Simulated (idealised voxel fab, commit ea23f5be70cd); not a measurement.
The process module that follows is named voxel transistor to metal.
Square cell edge 5 nm, section width 185 nm, ID cut.
Think of the cross-section as a grid of square cells. We describe it in bands, top to bottom, and each band covers one or more rows of those cells. Top, bottom (nm), then materials left to right with widths (nm); lone material tagged "everywhere" fills the whole band edge to edge; "empty" = empty space. Measure heights from 0. That's the level where, below it, the as-received wafer is all one material. The lowest band is bottomless and extends downward; write it as in "0 and below". Note: "30 to 40" means the width goes from the first number (top row of the band) to the second number (bottom row) in equal steps per row of cells. Any step labelled "remained unchanged" changed none of the cells in the cross-section. The label "Tabulated closed voids" introduces a list of the empty spaces, 8 cells or larger, that have no open way up to the top; each entry in it reads width x height at distance, where the distance is taken from the left edge and all three are stated in nm. Post-settings text on a step line: simulator's own remark regarding the step. For masked steps, "overlay nm" on the step line gives how far right of plan the mask actually lay; a minus sign means it lay to the left.
Planned process steps
1,RECEIVE with material Si
2,OXIDIZE with depth nm 5
3,CONFORMAL_DEP with material SiN, thk nm 10
4,PATTERN with tone cover, mask id ACTIVE, material resist, width nm 115, thk nm 15, overlay nm 0
5,DIRECTIONAL_ETCH with etch materials SiN, depth nm 10
6,DIRECTIONAL_ETCH with etch materials SiO2, depth nm 5
7,DIRECTIONAL_ETCH with etch materials Si, depth nm 35
8,STRIP with etch materials resist
9,OXIDIZE with depth nm 5
10,FILL_DEP with material SiO2, thk nm 5
11,CMP with height nm 10
12,SELECTIVE_ETCH with etch materials SiO2, depth nm 5
13,STRIP with etch materials SiN
14,SELECTIVE_ETCH with etch materials SiO2, depth nm 5
15,OXIDIZE with depth nm 5
16,DIRECTIONAL_DEP with material polySi, thk nm 25
17,DIRECTIONAL_DEP with material SiCN, thk nm 10
18,MASKED_ETCH with tone cover, mask id GATE, width nm 35, etch materials SiCN, depth nm 20, overlay nm 0
19,MASKED_ETCH with tone cover, mask id GATE, width nm 35, etch materials polySi, depth nm 35, overlay nm -10
20,CONFORMAL_DEP with material SiN, thk nm 10
21,DIRECTIONAL_ETCH with etch materials SiN, depth nm 10
22,DIRECTIONAL_ETCH with etch materials SiO2, depth nm 5
23,DIRECTIONAL_ETCH with etch materials Si, depth nm 10
24,EPI with material pSi, thk nm 15
25,FILL_DEP with material SiO2, thk nm 5
26,CMP with height nm 20
27,STRIP with etch materials polySi
28,SELECTIVE_ETCH with etch materials SiO2, depth nm 5
29,CONFORMAL_DEP with material HfO2, thk nm 5
30,CONFORMAL_DEP with material TiN, thk nm 5
31,FILL_DEP with material W, thk nm 5
32,CMP with height nm 15
33,DIRECTIONAL_DEP with material SiO2, thk nm 10
34,DIRECTIONAL_DEP with material aC, thk nm 15
35,PATTERN with tone open, mask id CONTACT, material resist, width nm 15, pitch nm 90, thk nm 35, overlay nm 0
36,DIRECTIONAL_ETCH with etch materials aC, depth nm 15
37,STRIP with etch materials resist
38,DIRECTIONAL_ETCH with etch materials SiO2, depth nm 30
39,STRIP with etch materials aC
40,CONFORMAL_DEP with material TiN, thk nm 5
41,FILL_DEP with material W, thk nm 10
42,CMP with height nm 25
43,DIRECTIONAL_DEP with material TiN, thk nm 5
44,DIRECTIONAL_DEP with material Ru, thk nm 20
45,MASKED_ETCH with tone cover, mask id METAL_1, width nm 15, pitch nm 90, etch materials Ru, depth nm 20, overlay nm 0
46,MASKED_ETCH with tone cover, mask id METAL_1, width nm 15, pitch nm 90, etch materials TiN, depth nm 5, overlay nm 0
47,CONFORMAL_DEP with material SiN, thk nm 5
48,FILL_DEP with material SiO2, thk nm 10
49,CMP with height nm 50
50,CONFORMAL_DEP with material SiCN, thk nm 5
The value of overlay nm given for step 19 in the plan refers to the first wafer; the wafers vary in this setting and are alike at the start.
Cut through the first of several wafers as received, post step 1
- 0 and below = Si everywhere
- Tabulated closed voids: none
End of module, by wafer: material-by-material cell gain (+) or loss (-) since receipt, then closed voids
overlay nm -10, +19 HfO2, +24 Ru, -202 Si, +37 SiCN, +67 SiN, +364 SiO2, +41 TiN, +21 W, +36 pSi, Tabulated closed voids: none
overlay nm -5, +18 HfO2, +24 Ru, -204 Si, +37 SiCN, +67 SiN, +366 SiO2, +42 TiN, +18 W, +39 pSi, Tabulated closed voids: none
overlay nm 0, +17 HfO2, +24 Ru, -206 Si, +37 SiCN, +67 SiN, +368 SiO2, +43 TiN, +15 W, +42 pSi, Tabulated closed voids: none
overlay nm 5, +18 HfO2, +24 Ru, -204 Si, +37 SiCN, +67 SiN, +366 SiO2, +42 TiN, +18 W, +39 pSi, Tabulated closed voids: none
overlay nm 10, +19 HfO2, +24 Ru, -202 Si, +37 SiCN, +67 SiN, +364 SiO2, +41 TiN, +21 W, +36 pSi, Tabulated closed voids: none
